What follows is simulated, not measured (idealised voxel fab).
process module | voxel fin reveal
We display cut, a cross-section 215 nm in width whose square cells are each 5 nm.
Cross-section spec: square-cell grid; bands listed top down; each band is one or more rows.
Top, bottom (nm), then materials left to right with widths (nm); lone material tagged "throughout" fills the whole band edge to edge; "air" = empty space.
Counting heights begins at 0, where everything beneath is, in the wafer as received, one material. The lowest band has no bottom; it goes on downwards, as "top 0, no bottom" shows.
With a width like "30..40", each row of cells in the band differs from the next by the same amount, the top row carrying the first number and the bottom row the second.
When a step is marked "everything unchanged", none of the cells in the cross-section changed during that step.
In the "Trapped voids" entry, you get each enclosed empty space of 8 cells or more, one with no open way to the top, written width x height at distance, distance from the left edge, in nm.
What comes after the settings on a step's line is commentary from the simulator itself on that step.
overlay nm: for a step with a mask, the amount by which the mask lay right of where it was planned; a negative amount means left of it.
This section lists the process steps that were planned
- 1: RECEIVE: material Si
- 2: CONFORMAL_DEP: material SiN, thk nm 5
- 3: PATTERN: tone cover, mask id FINS, material resist, width nm 15, pitch nm 45, thk nm 15, overlay nm 0
- 4: DIRECTIONAL_ETCH: etch materials SiN, depth nm 5
- 5: DIRECTIONAL_ETCH: etch materials Si, depth nm 30
- 6: STRIP: etch materials resist
- 7: FILL_DEP: material SiO2, thk nm 10
- 8: CMP: height nm 5
- 9: SELECTIVE_ETCH: etch materials SiO2, depth nm 20
- 10: STRIP: etch materials SiN
Received-state cross-section, reflecting completion of step 1
> top 0, no bottom = Si throughout
> Trapped voids: none
The following cross-section depicts the wafer upon conclusion of the module. Processing commenced from the starting condition illustrated above and adhered to the plan illustrated above, save for one mistake in execution
> top 0, bottom -15 = air 75 nm / Si 20 nm / air 25 nm / Si 20 nm / air 75 nm
> top -15, bottom -30 = SiO2 75 nm / Si 20 nm / SiO2 25 nm / Si 20 nm / SiO2 75 nm
> top -30, no bottom = Si throughout
> Trapped voids: none
What was the processing mistake? step 3 ran differently from the plan; actual operation with settings: PATTERN: tone cover, mask id FINS, material resist, width nm 20, pitch nm 45, thk nm 15, overlay nm 0
